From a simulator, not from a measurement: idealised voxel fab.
process module | voxel self aligned vias
Square cells of 5 nm make up the cross-section cut, whose width is 245 nm.
Cross-section, as written here: a square-cell grid given band by band from the top down, where a band holds one or more rows of cells.
For a band, the entry starts with two heights in nm, that of the top and then that of the bottom, and carries on with the band's materials in order from left to right, each alongside its width in nm; the word "throughout" beside a single material means it fills the band edge to edge, and "empty" means empty space.
Zero point of the height axis is 0; under it, received wafer = one material. Lowest band: continues down indefinitely, "top 0, no bottom".
Top row gets the first number, bottom row gets the second, and each row in between changes by the same step: that is how a band width like "30 to 40" works.
The cross-section has no changed cell in any step marked "no alterations made".
Each empty space that has no open way to the top and spans at least 8 cells appears under "Enclosed cavities" as width x height at distance, the distance counted from the left edge, all in nm.
Read whatever lies past the settings on a step's line as the simulator's own remark about the step.
"overlay nm" answers the question of how far to the right of plan the mask lay on a step that has a mask, and when it is negative the answer is to the left.
Quick note on how to read the rest: it's all pairs. You get the cross-section before a process step and the one after, but the after one only goes down as far as the lowest band that changed. The step in between, with its settings, sits under the pair. Heads up, the pairs can come from different runs of this module on the same starting wafer, so don't assume a pair picks up from the one above unless its "Pre-step condition" entry says it does.
### Pre-step condition
* top 0, no bottom = Si throughout
* Enclosed cavities: none
### Post-Process Section
* top 15, bottom 0 = SiO2 throughout
* Heights below 0 show no change.
* Enclosed cavities: none
Process step bridging the above cross-sections: CONFORMAL_DEP with material SiO2, thk nm 15
Pre-step condition: The initial state for this step is given by the after cross-section of the immediately preceding pair.
### Post-Process Section
* top 20, bottom 15 = SiCN throughout
* Heights below 15 show no change.
* Enclosed cavities: none
Process step bridging the above cross-sections: CONFORMAL_DEP with material SiCN, thk nm 5
Pre-step condition: The initial state for this step is given by the after cross-section of the immediately preceding pair.
### Post-Process Section
* top 40, bottom 20 = SiO2 throughout
* Heights below 20 show no change.
* Enclosed cavities: none
Process step bridging the above cross-sections: DIRECTIONAL_DEP with material SiO2, thk nm 20
Pre-step condition: The initial state for this step is given by the after cross-section of the immediately preceding pair.
### Post-Process Section
* top 40, bottom 20 = SiO2=80 / empty=25 / SiO2=35 / empty=25 / SiO2=80
* Heights below 20 show no change.
* Enclosed cavities: none
Process step bridging the above cross-sections: MASKED_ETCH with tone open, mask id LINES, width nm 25, pitch nm 60, etch materials SiO2, depth nm 20, overlay nm 0
Pre-step condition: The initial state for this step is given by the after cross-section of the immediately preceding pair.
### Post-Process Section
* top 45, bottom 40 = TiN=85 / empty=15 / TiN=45 / empty=15 / TiN=85
* top 40, bottom 25 = SiO2=80 / TiN=5 / empty=15 / TiN=5 / SiO2=35 / TiN=5 / empty=15 / TiN=5 / SiO2=80
* top 25, bottom 20 = SiO2=80 / TiN=25 / SiO2=35 / TiN=25 / SiO2=80
* Heights below 20 show no change.
* Enclosed cavities: none
Process step bridging the above cross-sections: CONFORMAL_DEP with material TiN, thk nm 5
Pre-step condition: The initial state for this step is given by the after cross-section of the immediately preceding pair.
### Post-Process Section
* top 55, bottom 45 = W throughout
* top 45, bottom 40 = TiN=85 / W=15 / TiN=45 / W=15 / TiN=85
* top 40, bottom 25 = SiO2=80 / TiN=5 / W=15 / TiN=5 / SiO2=35 / TiN=5 / W=15 / TiN=5 / SiO2=80
* Heights below 25 show no change.
* Enclosed cavities: none
Process step bridging the above cross-sections: FILL_DEP with material W, thk nm 10
Pre-step condition: The initial state for this step is given by the after cross-section of the immediately preceding pair.
### Post-Process Section
* top 40, bottom 25 = SiO2=80 / TiN=5 / W=15 / TiN=5 / SiO2=35 / TiN=5 / W=15 / TiN=5 / SiO2=80
* Heights below 25 show no change.
* Enclosed cavities: none
Process step bridging the above cross-sections: CMP with height nm 40
Pre-step condition: The initial state for this step is given by the after cross-section of the immediately preceding pair.
### Post-Process Section
* top 40, bottom 30 = SiO2=80 / empty=25 / SiO2=35 / empty=25 / SiO2=80
* Heights below 30 show no change.
* Enclosed cavities: none
Process step bridging the above cross-sections: SELECTIVE_ETCH with etch materials W Ru TiN, depth nm 10
Pre-step condition: The initial state for this step is given by the after cross-section of the immediately preceding pair.
### Post-Process Section
* top 45, bottom 40 = SiN throughout
* top 40, bottom 30 = SiO2=80 / SiN=25 / SiO2=35 / SiN=25 / SiO2=80
* Heights below 30 show no change.
* Enclosed cavities: none
Process step bridging the above cross-sections: FILL_DEP with material SiN, thk nm 5
Pre-step condition: The initial state for this step is given by the after cross-section of the immediately preceding pair.
### Post-Process Section
* top 40, bottom 30 = SiO2=80 / SiN=25 / SiO2=35 / SiN=25 / SiO2=80
* Heights below 30 show no change.
* Enclosed cavities: none
Process step bridging the above cross-sections: CMP with height nm 40
Pre-step condition: The initial state for this step is given by the after cross-section of the immediately preceding pair.
### Post-Process Section
* top 55, bottom 40 = SiO2 throughout
* Heights below 40 show no change.
* Enclosed cavities: none
Process step bridging the above cross-sections: DIRECTIONAL_DEP with material SiO2, thk nm 15
Pre-step condition: The initial state for this step is given by the after cross-section of the immediately preceding pair.
### Post-Process Section
* top 55, bottom 40 = SiO2=70 / empty=45 / SiO2=15 / empty=45 / SiO2=70
* Heights below 40 show no change.
* Enclosed cavities: none
Process step bridging the above cross-sections: MASKED_ETCH with tone open, mask id VIAS, width nm 45, pitch nm 60, etch materials SiO2, depth nm 15, overlay nm 0
Pre-step condition: The initial state for this step is given by the after cross-section of the immediately preceding pair.
### Post-Process Section
* top 55, bottom 40 = SiO2=70 / empty=45 / SiO2=15 / empty=45 / SiO2=70
* top 40, bottom 30 = SiO2=80 / empty=25 / SiO2=35 / empty=25 / SiO2=80
* Heights below 30 show no change.
* Enclosed cavities: none
Process step bridging the above cross-sections: MASKED_ETCH with tone open, mask id VIAS, width nm 45, pitch nm 60, etch materials SiN, depth nm 10, overlay nm 0
Pre-step condition: The initial state for this step is given by the after cross-section of the immediately preceding pair.
### Post-Process Section
* top 60, bottom 55 = TiN=75 / empty=35 / TiN=25 / empty=35 / TiN=75
* top 55, bottom 45 = SiO2=70 / TiN=5 / empty=35 / TiN=5 / SiO2=15 / TiN=5 / empty=35 / TiN=5 / SiO2=70
* top 45, bottom 35 = SiO2=70 to 80 / TiN=15 to 5 / empty=15 / TiN=15 to 5 / SiO2=15 to 35 / TiN=15 to 5 / empty=15 / TiN=15 to 5 / SiO2=70 to 80
* top 35, bottom 30 = SiO2=80 / TiN=25 / SiO2=35 / TiN=25 / SiO2=80
* Heights below 30 show no change.
* Enclosed cavities: none
Process step bridging the above cross-sections: CONFORMAL_DEP with material TiN, thk nm 5
Pre-step condition: The initial state for this step is given by the after cross-section of the immediately preceding pair.
### Post-Process Section
* top 70, bottom 60 = Cu throughout
* top 60, bottom 55 = TiN=75 / Cu=35 / TiN=25 / Cu=35 / TiN=75
* top 55, bottom 45 = SiO2=70 / TiN=5 / Cu=35 / TiN=5 / SiO2=15 / TiN=5 / Cu=35 / TiN=5 / SiO2=70
* top 45, bottom 35 = SiO2=70 to 80 / TiN=15 to 5 / Cu=15 / TiN=15 to 5 / SiO2=15 to 35 / TiN=15 to 5 / Cu=15 / TiN=15 to 5 / SiO2=70 to 80
* Heights below 35 show no change.
* Enclosed cavities: none
Process step bridging the above cross-sections: FILL_DEP with material Cu, thk nm 10
Pre-step condition: The initial state for this step is given by the after cross-section of the immediately preceding pair.
### Post-Process Section
* top 55, bottom 45 = SiO2=70 / TiN=5 / Cu=35 / TiN=5 / SiO2=15 / TiN=5 / Cu=35 / TiN=5 / SiO2=70
* Heights below 45 show no change.
* Enclosed cavities: none
Process step bridging the above cross-sections: CMP with height nm 55
Pre-step condition: The initial state for this step is given by the after cross-section of the immediately preceding pair.
### Post-Process Section
* top 60, bottom 55 = SiCN throughout
* Heights below 55 show no change.
* Enclosed cavities: none
Process step bridging the above cross-sections: CONFORMAL_DEP with material SiCN, thk nm 5
### Pre-step condition
* top 70, bottom 60 = Cu throughout
* top 60, bottom 55 = TiN=75 / Cu=35 / TiN=25 / Cu=35 / TiN=75
* top 55, bottom 45 = SiO2=70 / TiN=5 / Cu=35 / TiN=5 / SiO2=15 / TiN=5 / Cu=35 / TiN=5 / SiO2=70
* top 45, bottom 35 = SiO2=70 to 80 / TiN=15 to 5 / Cu=15 / TiN=15 to 5 / SiO2=15 to 35 / TiN=15 to 5 / Cu=15 / TiN=15 to 5 / SiO2=70 to 80
* top 35, bottom 30 = SiO2=80 / TiN=25 / SiO2=35 / TiN=25 / SiO2=80
* top 30, bottom 25 = SiO2=80 / TiN=5 / W=15 / TiN=5 / SiO2=35 / TiN=5 / W=15 / TiN=5 / SiO2=80
* top 25, bottom 20 = SiO2=80 / TiN=25 / SiO2=35 / TiN=25 / SiO2=80
* top 20, bottom 15 = SiCN throughout
* top 15, bottom 0 = SiO2 throughout
* top 0, no bottom = Si throughout
* Enclosed cavities: none
### Post-Process Section
* top 75, bottom 70 = SiCN throughout
* Heights below 70 show no change.
* Enclosed cavities: none
Process step bridging the above cross-sections: CONFORMAL_DEP with material SiCN, thk nm 5
### Pre-step condition
* top 55, bottom 40 = SiO2=70 / empty=45 / SiO2=15 / empty=45 / SiO2=70
* top 40, bottom 30 = SiO2=80 / SiN=25 / SiO2=35 / SiN=25 / SiO2=80
* top 30, bottom 25 = SiO2=80 / TiN=5 / W=15 / TiN=5 / SiO2=35 / TiN=5 / W=15 / TiN=5 / SiO2=80
* top 25, bottom 20 = SiO2=80 / TiN=25 / SiO2=35 / TiN=25 / SiO2=80
* top 20, bottom 15 = SiCN throughout
* top 15, bottom 0 = SiO2 throughout
* top 0, no bottom = Si throughout
* Enclosed cavities: none
### Post-Process Section
* top 55, bottom 40 = SiO2=70 / empty=45 / SiO2=15 / empty=45 / SiO2=70
* top 40, bottom 30 = SiO2=70 / empty=10 / SiN=25 / empty=10 / SiO2=15 / empty=10 / SiN=25 / empty=10 / SiO2=70
* top 30, bottom 25 = SiO2=70 / empty=10 / TiN=5 / W=15 / TiN=5 / empty=10 / SiO2=15 / empty=10 / TiN=5 / W=15 / TiN=5 / empty=10 / SiO2=70
* Heights below 25 show no change.
* Enclosed cavities: none
Process step bridging the above cross-sections: MASKED_ETCH with tone open, mask id VIAS, width nm 45, pitch nm 60, etch materials SiO2, depth nm 15, overlay nm 0
Pre-step condition: The initial state for this step is given by the after cross-section of the immediately preceding pair.
### Post-Process Section
* top 55, bottom 30 = SiO2=70 / empty=45 / SiO2=15 / empty=45 / SiO2=70
* Heights below 30 show no change.
* Enclosed cavities: none
Process step bridging the above cross-sections: MASKED_ETCH with tone open, mask id VIAS, width nm 45, pitch nm 60, etch materials SiN, depth nm 10, overlay nm 0
Pre-step condition: The initial state for this step is given by the after cross-section of the immediately preceding pair.
### Post-Process Section
* top 60, bottom 55 = TiN=75 / empty=35 / TiN=25 / empty=35 / TiN=75
* top 55, bottom 35 = SiO2=70 / TiN=5 / empty=35 / TiN=5 / SiO2=15 / TiN=5 / empty=35 / TiN=5 / SiO2=70
* top 35, bottom 30 = SiO2=70 / TiN=45 / SiO2=15 / TiN=45 / SiO2=70
* top 30, bottom 25 = SiO2=70 / TiN=15 / W=15 / TiN=15 / SiO2=15 / TiN=15 / W=15 / TiN=15 / SiO2=70
* Heights below 25 show no change.
* Enclosed cavities: none
Process step bridging the above cross-sections: CONFORMAL_DEP with material TiN, thk nm 5
Pre-step condition: The initial state for this step is given by the after cross-section of the immediately preceding pair.
### Post-Process Section
* top 70, bottom 60 = Cu throughout
* top 60, bottom 55 = TiN=75 / Cu=35 / TiN=25 / Cu=35 / TiN=75
* top 55, bottom 35 = SiO2=70 / TiN=5 / Cu=35 / TiN=5 / SiO2=15 / TiN=5 / Cu=35 / TiN=5 / SiO2=70
* Heights below 35 show no change.
* Enclosed cavities: none
Process step bridging the above cross-sections: FILL_DEP with material Cu, thk nm 10
Pre-step condition: The initial state for this step is given by the after cross-section of the immediately preceding pair.
### Post-Process Section
* top 55, bottom 35 = SiO2=70 / TiN=5 / Cu=35 / TiN=5 / SiO2=15 / TiN=5 / Cu=35 / TiN=5 / SiO2=70
* Heights below 35 show no change.
* Enclosed cavities: none
Process step bridging the above cross-sections: CMP with height nm 55
Pre-step condition: The initial state for this step is given by the after cross-section of the immediately preceding pair.
### Post-Process Section
* top 60, bottom 55 = SiCN throughout
* Heights below 55 show no change.
* Enclosed cavities: none
Process step bridging the above cross-sections: CONFORMAL_DEP with material SiCN, thk nm 5
### Pre-step condition
* top 40, bottom 30 = SiO2=80 / SiN=25 / SiO2=35 / SiN=25 / SiO2=80
* top 30, bottom 25 = SiO2=80 / TiN=5 / W=15 / TiN=5 / SiO2=35 / TiN=5 / W=15 / TiN=5 / SiO2=80
* top 25, bottom 20 = SiO2=80 / TiN=25 / SiO2=35 / TiN=25 / SiO2=80
* top 20, bottom 15 = SiCN throughout
* top 15, bottom 0 = SiO2 throughout
* top 0, no bottom = Si throughout
* Enclosed cavities: none
### Post-Process Section
* top 40, bottom 30 = SiO2=70 / empty=10 / SiN=25 / empty=10 / SiO2=15 / empty=10 / SiN=25 / empty=10 / SiO2=70
* top 30, bottom 25 = SiO2=70 / empty=10 / TiN=5 / W=15 / TiN=5 / empty=10 / SiO2=15 / empty=10 / TiN=5 / W=15 / TiN=5 / empty=10 / SiO2=70
* Heights below 25 show no change.
* Enclosed cavities: none
Process step bridging the above cross-sections: MASKED_ETCH with tone open, mask id VIAS, width nm 45, pitch nm 60, etch materials SiO2, depth nm 15, overlay nm 0
Pre-step condition: The initial state for this step is given by the after cross-section of the immediately preceding pair.
### Post-Process Section
* top 55, bottom 40 = SiO2=70 / empty=10 / SiO2=25 / empty=10 / SiO2=15 / empty=10 / SiO2=25 / empty=10 / SiO2=70
* top 40, bottom 30 = SiO2=80 / SiN=25 / SiO2=35 / SiN=25 / SiO2=80
* top 30, bottom 25 = SiO2=80 / TiN=5 / W=15 / TiN=5 / SiO2=35 / TiN=5 / W=15 / TiN=5 / SiO2=80
* Heights below 25 show no change.
* Enclosed cavities: none
Process step bridging the above cross-sections: DIRECTIONAL_DEP with material SiO2, thk nm 15
Pre-step condition: The initial state for this step is given by the after cross-section of the immediately preceding pair.
### Post-Process Section
* top 60, bottom 55 = TiN throughout
* top 55, bottom 40 = SiO2=70 / TiN=10 / SiO2=25 / TiN=10 / SiO2=15 / TiN=10 / SiO2=25 / TiN=10 / SiO2=70
* Heights below 40 show no change.
* Enclosed cavities: none
Process step bridging the above cross-sections: CONFORMAL_DEP with material TiN, thk nm 5
Pre-step condition: The initial state for this step is given by the after cross-section of the immediately preceding pair.
### Post-Process Section
* top 70, bottom 60 = Cu throughout
* Heights below 60 show no change.
* Enclosed cavities: none
Process step bridging the above cross-sections: FILL_DEP with material Cu, thk nm 10
Pre-step condition: The initial state for this step is given by the after cross-section of the immediately preceding pair.
### Post-Process Section
* top 55, bottom 40 = SiO2=70 / TiN=10 / SiO2=25 / TiN=10 / SiO2=15 / TiN=10 / SiO2=25 / TiN=10 / SiO2=70
* Heights below 40 show no change.
* Enclosed cavities: none
Process step bridging the above cross-sections: CMP with height nm 55
Pre-step condition: The initial state for this step is given by the after cross-section of the immediately preceding pair.
### Post-Process Section
* top 60, bottom 55 = SiCN throughout
* Heights below 55 show no change.
* Enclosed cavities: none
Process step bridging the above cross-sections: CONFORMAL_DEP with material SiCN, thk nm 5
### Pre-step condition
* top 0, no bottom = Si throughout
* Enclosed cavities: none
### Post-Process Section
* top 10, bottom 0 = SiO2 throughout
* Heights below 0 show no change.
* Enclosed cavities: none
Process step bridging the above cross-sections: CONFORMAL_DEP with material SiO2, thk nm 10
Pre-step condition: The initial state for this step is given by the after cross-section of the immediately preceding pair.
### Post-Process Section
* top 15, bottom 10 = SiCN throughout
* Heights below 10 show no change.
* Enclosed cavities: none
Process step bridging the above cross-sections: CONFORMAL_DEP with material SiCN, thk nm 5
Pre-step condition: The initial state for this step is given by the after cross-section of the immediately preceding pair.
### Post-Process Section
* top 35, bottom 15 = SiO2 throughout
* Heights below 15 show no change.
* Enclosed cavities: none
Process step bridging the above cross-sections: DIRECTIONAL_DEP with material SiO2, thk nm 20
Pre-step condition: The initial state for this step is given by the after cross-section of the immediately preceding pair.
### Post-Process Section
* top 35, bottom 15 = SiO2=80 / empty=25 / SiO2=35 / empty=25 / SiO2=80
* Heights below 15 show no change.
* Enclosed cavities: none
Process step bridging the above cross-sections: MASKED_ETCH with tone open, mask id LINES, width nm 25, pitch nm 60, etch materials SiO2, depth nm 20, overlay nm 0
Pre-step condition: The initial state for this step is given by the after cross-section of the immediately preceding pair.
### Post-Process Section
* top 40, bottom 35 = TiN=85 / empty=15 / TiN=45 / empty=15 / TiN=85
* top 35, bottom 20 = SiO2=80 / TiN=5 / empty=15 / TiN=5 / SiO2=35 / TiN=5 / empty=15 / TiN=5 / SiO2=80
* top 20, bottom 15 = SiO2=80 / TiN=25 / SiO2=35 / TiN=25 / SiO2=80
* Heights below 15 show no change.
* Enclosed cavities: none
Process step bridging the above cross-sections: CONFORMAL_DEP with material TiN, thk nm 5
Pre-step condition: The initial state for this step is given by the after cross-section of the immediately preceding pair.
### Post-Process Section
* top 50, bottom 40 = W throughout
* top 40, bottom 35 = TiN=85 / W=15 / TiN=45 / W=15 / TiN=85
* top 35, bottom 20 = SiO2=80 / TiN=5 / W=15 / TiN=5 / SiO2=35 / TiN=5 / W=15 / TiN=5 / SiO2=80
* Heights below 20 show no change.
* Enclosed cavities: none
Process step bridging the above cross-sections: FILL_DEP with material W, thk nm 10
Pre-step condition: The initial state for this step is given by the after cross-section of the immediately preceding pair.
### Post-Process Section
* top 40, bottom 35 = TiN=85 / W=15 / TiN=45 / W=15 / TiN=85
* Heights below 35 show no change.
* Enclosed cavities: none
Process step bridging the above cross-sections: CMP with height nm 40
Pre-step condition: The initial state for this step is given by the after cross-section of the immediately preceding pair.
### Post-Process Section
* top 35, bottom 30 = SiO2=80 / empty=25 / SiO2=35 / empty=25 / SiO2=80
* Heights below 30 show no change.
* Enclosed cavities: none
Process step bridging the above cross-sections: SELECTIVE_ETCH with etch materials W Ru TiN, depth nm 10
Pre-step condition: The initial state for this step is given by the after cross-section of the immediately preceding pair.
### Post-Process Section
* top 40, bottom 35 = SiN throughout
* top 35, bottom 30 = SiO2=80 / SiN=25 / SiO2=35 / SiN=25 / SiO2=80
* Heights below 30 show no change.
* Enclosed cavities: none
Process step bridging the above cross-sections: FILL_DEP with material SiN, thk nm 5
Pre-step condition: The initial state for this step is given by the after cross-section of the immediately preceding pair.
### Post-Process Section
* top 55, bottom 40 = SiO2 throughout
* Heights below 40 show no change.
* Enclosed cavities: none
Process step bridging the above cross-sections: DIRECTIONAL_DEP with material SiO2, thk nm 15
Pre-step condition: The initial state for this step is given by the after cross-section of the immediately preceding pair.
### Post-Process Section
* top 55, bottom 40 = SiO2=70 / empty=45 / SiO2=15 / empty=45 / SiO2=70
* Heights below 40 show no change.
* Enclosed cavities: none
Process step bridging the above cross-sections: MASKED_ETCH with tone open, mask id VIAS, width nm 45, pitch nm 60, etch materials SiO2, depth nm 15, overlay nm 0
Pre-step condition: The initial state for this step is given by the after cross-section of the immediately preceding pair.
### Post-Process Section
* top 55, bottom 40 = SiO2=70 / empty=45 / SiO2=15 / empty=45 / SiO2=70
* top 40, bottom 35 = SiN=70 / empty=45 / SiN=15 / empty=45 / SiN=70
* top 35, bottom 30 = SiO2=80 / empty=25 / SiO2=35 / empty=25 / SiO2=80
* Heights below 30 show no change.
* Enclosed cavities: none
Process step bridging the above cross-sections: MASKED_ETCH with tone open, mask id VIAS, width nm 45, pitch nm 60, etch materials SiN, depth nm 10, overlay nm 0
Pre-step condition: The initial state for this step is given by the after cross-section of the immediately preceding pair.
### Post-Process Section
* top 60, bottom 55 = TiN=75 / empty=35 / TiN=25 / empty=35 / TiN=75
* top 55, bottom 40 = SiO2=70 / TiN=5 / empty=35 / TiN=5 / SiO2=15 / TiN=5 / empty=35 / TiN=5 / SiO2=70
* top 40, bottom 35 = SiN=70 / TiN=15 / empty=15 / TiN=15 / SiN=15 / TiN=15 / empty=15 / TiN=15 / SiN=70
* top 35, bottom 30 = SiO2=80 / TiN=25 / SiO2=35 / TiN=25 / SiO2=80
* Heights below 30 show no change.
* Enclosed cavities: none
Process step bridging the above cross-sections: CONFORMAL_DEP with material TiN, thk nm 5
Pre-step condition: The initial state for this step is given by the after cross-section of the immediately preceding pair.
### Post-Process Section
* top 70, bottom 60 = Cu throughout
* top 60, bottom 55 = TiN=75 / Cu=35 / TiN=25 / Cu=35 / TiN=75
* top 55, bottom 40 = SiO2=70 / TiN=5 / Cu=35 / TiN=5 / SiO2=15 / TiN=5 / Cu=35 / TiN=5 / SiO2=70
* top 40, bottom 35 = SiN=70 / TiN=15 / Cu=15 / TiN=15 / SiN=15 / TiN=15 / Cu=15 / TiN=15 / SiN=70
* Heights below 35 show no change.
* Enclosed cavities: none
Process step bridging the above cross-sections: FILL_DEP with material Cu, thk nm 10
Pre-step condition: The initial state for this step is given by the after cross-section of the immediately preceding pair.
### Post-Process Section
* top 55, bottom 40 = SiO2=70 / TiN=5 / Cu=35 / TiN=5 / SiO2=15 / TiN=5 / Cu=35 / TiN=5 / SiO2=70
* Heights below 40 show no change.
* Enclosed cavities: none
Process step bridging the above cross-sections: CMP with height nm 55
Pre-step condition: The initial state for this step is given by the after cross-section of the immediately preceding pair.
### Post-Process Section
* top 60, bottom 55 = SiCN throughout
* Heights below 55 show no change.
* Enclosed cavities: none
Process step bridging the above cross-sections: CONFORMAL_DEP with material SiCN, thk nm 5
### Pre-step condition
* top 40, bottom 20 = SiO2 throughout
* top 20, bottom 15 = SiCN throughout
* top 15, bottom 0 = SiO2 throughout
* top 0, no bottom = Si throughout
* Enclosed cavities: none
### Post-Process Section
* top 40, bottom 20 = SiO2=75 / empty=35 / SiO2=25 / empty=35 / SiO2=75
* Heights below 20 show no change.
* Enclosed cavities: none
Process step bridging the above cross-sections: MASKED_ETCH with tone open, mask id LINES, width nm 35, pitch nm 60, etch materials SiO2, depth nm 20, overlay nm 0
Pre-step condition: The initial state for this step is given by the after cross-section of the immediately preceding pair.
### Post-Process Section
* top 45, bottom 40 = TiN=80 / empty=25 / TiN=35 / empty=25 / TiN=80
* top 40, bottom 25 = SiO2=75 / TiN=5 / empty=25 / TiN=5 / SiO2=25 / TiN=5 / empty=25 / TiN=5 / SiO2=75
* top 25, bottom 20 = SiO2=75 / TiN=35 / SiO2=25 / TiN=35 / SiO2=75
* Heights below 20 show no change.
* Enclosed cavities: none
Process step bridging the above cross-sections: CONFORMAL_DEP with material TiN, thk nm 5
Pre-step condition: The initial state for this step is given by the after cross-section of the immediately preceding pair.
### Post-Process Section
* top 55, bottom 45 = W throughout
* top 45, bottom 40 = TiN=80 / W=25 / TiN=35 / W=25 / TiN=80
* top 40, bottom 25 = SiO2=75 / TiN=5 / W=25 / TiN=5 / SiO2=25 / TiN=5 / W=25 / TiN=5 / SiO2=75
* Heights below 25 show no change.
* Enclosed cavities: none
Process step bridging the above cross-sections: FILL_DEP with material W, thk nm 10
Pre-step condition: The initial state for this step is given by the after cross-section of the immediately preceding pair.
### Post-Process Section
* top 40, bottom 25 = SiO2=75 / TiN=5 / W=25 / TiN=5 / SiO2=25 / TiN=5 / W=25 / TiN=5 / SiO2=75
* Heights below 25 show no change.
* Enclosed cavities: none
Process step bridging the above cross-sections: CMP with height nm 40
Pre-step condition: The initial state for this step is given by the after cross-section of the immediately preceding pair.
### Post-Process Section
* top 40, bottom 30 = SiO2=75 / empty=35 / SiO2=25 / empty=35 / SiO2=75
* Heights below 30 show no change.
* Enclosed cavities: none
Process step bridging the above cross-sections: SELECTIVE_ETCH with etch materials W Ru TiN, depth nm 10
Pre-step condition: The initial state for this step is given by the after cross-section of the immediately preceding pair.
### Post-Process Section
* top 45, bottom 40 = SiN throughout
* top 40, bottom 30 = SiO2=75 / SiN=35 / SiO2=25 / SiN=35 / SiO2=75
* Heights below 30 show no change.
* Enclosed cavities: none
Process step bridging the above cross-sections: FILL_DEP with material SiN, thk nm 5
Pre-step condition: The initial state for this step is given by the after cross-section of the immediately preceding pair.
### Post-Process Section
* top 40, bottom 30 = SiO2=75 / SiN=35 / SiO2=25 / SiN=35 / SiO2=75
* Heights below 30 show no change.
* Enclosed cavities: none
Process step bridging the above cross-sections: CMP with height nm 40
Pre-step condition: The initial state for this step is given by the after cross-section of the immediately preceding pair.
### Post-Process Section
* top 55, bottom 40 = SiO2 throughout
* Heights below 40 show no change.
* Enclosed cavities: none
Process step bridging the above cross-sections: DIRECTIONAL_DEP with material SiO2, thk nm 15
Pre-step condition: The initial state for this step is given by the after cross-section of the immediately preceding pair.
### Post-Process Section
* top 55, bottom 40 = SiO2=70 / empty=45 / SiO2=15 / empty=45 / SiO2=70
* Heights below 40 show no change.
* Enclosed cavities: none
Process step bridging the above cross-sections: MASKED_ETCH with tone open, mask id VIAS, width nm 45, pitch nm 60, etch materials SiO2, depth nm 15, overlay nm 0
Pre-step condition: The initial state for this step is given by the after cross-section of the immediately preceding pair.
### Post-Process Section
* top 55, bottom 40 = SiO2=70 / empty=45 / SiO2=15 / empty=45 / SiO2=70
* top 40, bottom 30 = SiO2=75 / empty=35 / SiO2=25 / empty=35 / SiO2=75
* Heights below 30 show no change.
* Enclosed cavities: none
Process step bridging the above cross-sections: MASKED_ETCH with tone open, mask id VIAS, width nm 45, pitch nm 60, etch materials SiN, depth nm 10, overlay nm 0
Pre-step condition: The initial state for this step is given by the after cross-section of the immediately preceding pair.
### Post-Process Section
* top 60, bottom 55 = TiN=75 / empty=35 / TiN=25 / empty=35 / TiN=75
* top 55, bottom 45 = SiO2=70 / TiN=5 / empty=35 / TiN=5 / SiO2=15 / TiN=5 / empty=35 / TiN=5 / SiO2=70
* top 45, bottom 35 = SiO2=70 to 75 / TiN=10 to 5 / empty=25 / TiN=10 to 5 / SiO2=15 to 25 / TiN=10 to 5 / empty=25 / TiN=10 to 5 / SiO2=70 to 75
* top 35, bottom 30 = SiO2=75 / TiN=35 / SiO2=25 / TiN=35 / SiO2=75
* Heights below 30 show no change.
* Enclosed cavities: none
Process step bridging the above cross-sections: CONFORMAL_DEP with material TiN, thk nm 5
Pre-step condition: The initial state for this step is given by the after cross-section of the immediately preceding pair.
### Post-Process Section
* top 70, bottom 60 = Cu throughout
* top 60, bottom 55 = TiN=75 / Cu=35 / TiN=25 / Cu=35 / TiN=75
* top 55, bottom 45 = SiO2=70 / TiN=5 / Cu=35 / TiN=5 / SiO2=15 / TiN=5 / Cu=35 / TiN=5 / SiO2=70
* top 45, bottom 35 = SiO2=70 to 75 / TiN=10 to 5 / Cu=25 / TiN=10 to 5 / SiO2=15 to 25 / TiN=10 to 5 / Cu=25 / TiN=10 to 5 / SiO2=70 to 75
* Heights below 35 show no change.
* Enclosed cavities: none
Process step bridging the above cross-sections: FILL_DEP with material Cu, thk nm 10
Pre-step condition: The initial state for this step is given by the after cross-section of the immediately preceding pair.
### Post-Process Section
* top 55, bottom 45 = SiO2=70 / TiN=5 / Cu=35 / TiN=5 / SiO2=15 / TiN=5 / Cu=35 / TiN=5 / SiO2=70
* Heights below 45 show no change.
* Enclosed cavities: none
Process step bridging the above cross-sections: CMP with height nm 55
Pre-step condition: The initial state for this step is given by the after cross-section of the immediately preceding pair.
### Post-Process Section
* top 60, bottom 55 = SiCN throughout
* Heights below 55 show no change.
* Enclosed cavities: none
Process step bridging the above cross-sections: CONFORMAL_DEP with material SiCN, thk nm 5
### Pre-step condition
* top 55, bottom 40 = SiO2 throughout
* top 40, bottom 30 = SiO2=80 / SiN=25 / SiO2=35 / SiN=25 / SiO2=80
* top 30, bottom 25 = SiO2=80 / TiN=5 / W=15 / TiN=5 / SiO2=35 / TiN=5 / W=15 / TiN=5 / SiO2=80
* top 25, bottom 20 = SiO2=80 / TiN=25 / SiO2=35 / TiN=25 / SiO2=80
* top 20, bottom 15 = SiCN throughout
* top 15, bottom 0 = SiO2 throughout
* top 0, no bottom = Si throughout
* Enclosed cavities: none
### Post-Process Section
* top 55, bottom 40 = SiO2=65 / empty=45 / SiO2=15 / empty=45 / SiO2=75
* Heights below 40 show no change.
* Enclosed cavities: none
Process step bridging the above cross-sections: MASKED_ETCH with tone open, mask id VIAS, width nm 45, pitch nm 60, etch materials SiO2, depth nm 15, overlay nm -5
Pre-step condition: The initial state for this step is given by the after cross-section of the immediately preceding pair.
### Post-Process Section
* top 55, bottom 40 = SiO2=65 / empty=45 / SiO2=15 / empty=45 / SiO2=75
* top 40, bottom 30 = SiO2=80 / empty=25 / SiO2=35 / empty=25 / SiO2=80
* Heights below 30 show no change.
* Enclosed cavities: none
Process step bridging the above cross-sections: MASKED_ETCH with tone open, mask id VIAS, width nm 45, pitch nm 60, etch materials SiN, depth nm 10, overlay nm 0
Pre-step condition: The initial state for this step is given by the after cross-section of the immediately preceding pair.
### Post-Process Section
* top 60, bottom 55 = TiN=70 / empty=35 / TiN=25 / empty=35 / TiN=80
* top 55, bottom 45 = SiO2=65 / TiN=5 / empty=35 / TiN=5 / SiO2=15 / TiN=5 / empty=35 / TiN=5 / SiO2=75
* top 45, bottom 35 = SiO2=65 to 80 / TiN=20 to 5 / empty=15 / TiN=10 to 5 / SiO2=15 to 35 / TiN=20 to 5 / empty=15 / TiN=10 to 5 / SiO2=75 to 80
* top 35, bottom 30 = SiO2=80 / TiN=25 / SiO2=35 / TiN=25 / SiO2=80
* Heights below 30 show no change.
* Enclosed cavities: none
Process step bridging the above cross-sections: CONFORMAL_DEP with material TiN, thk nm 5
Pre-step condition: The initial state for this step is given by the after cross-section of the immediately preceding pair.
### Post-Process Section
* top 70, bottom 60 = Cu throughout
* top 60, bottom 55 = TiN=70 / Cu=35 / TiN=25 / Cu=35 / TiN=80
* top 55, bottom 45 = SiO2=65 / TiN=5 / Cu=35 / TiN=5 / SiO2=15 / TiN=5 / Cu=35 / TiN=5 / SiO2=75
* top 45, bottom 35 = SiO2=65 to 80 / TiN=20 to 5 / Cu=15 / TiN=10 to 5 / SiO2=15 to 35 / TiN=20 to 5 / Cu=15 / TiN=10 to 5 / SiO2=75 to 80
* Heights below 35 show no change.
* Enclosed cavities: none
Process step bridging the above cross-sections: FILL_DEP with material Cu, thk nm 10
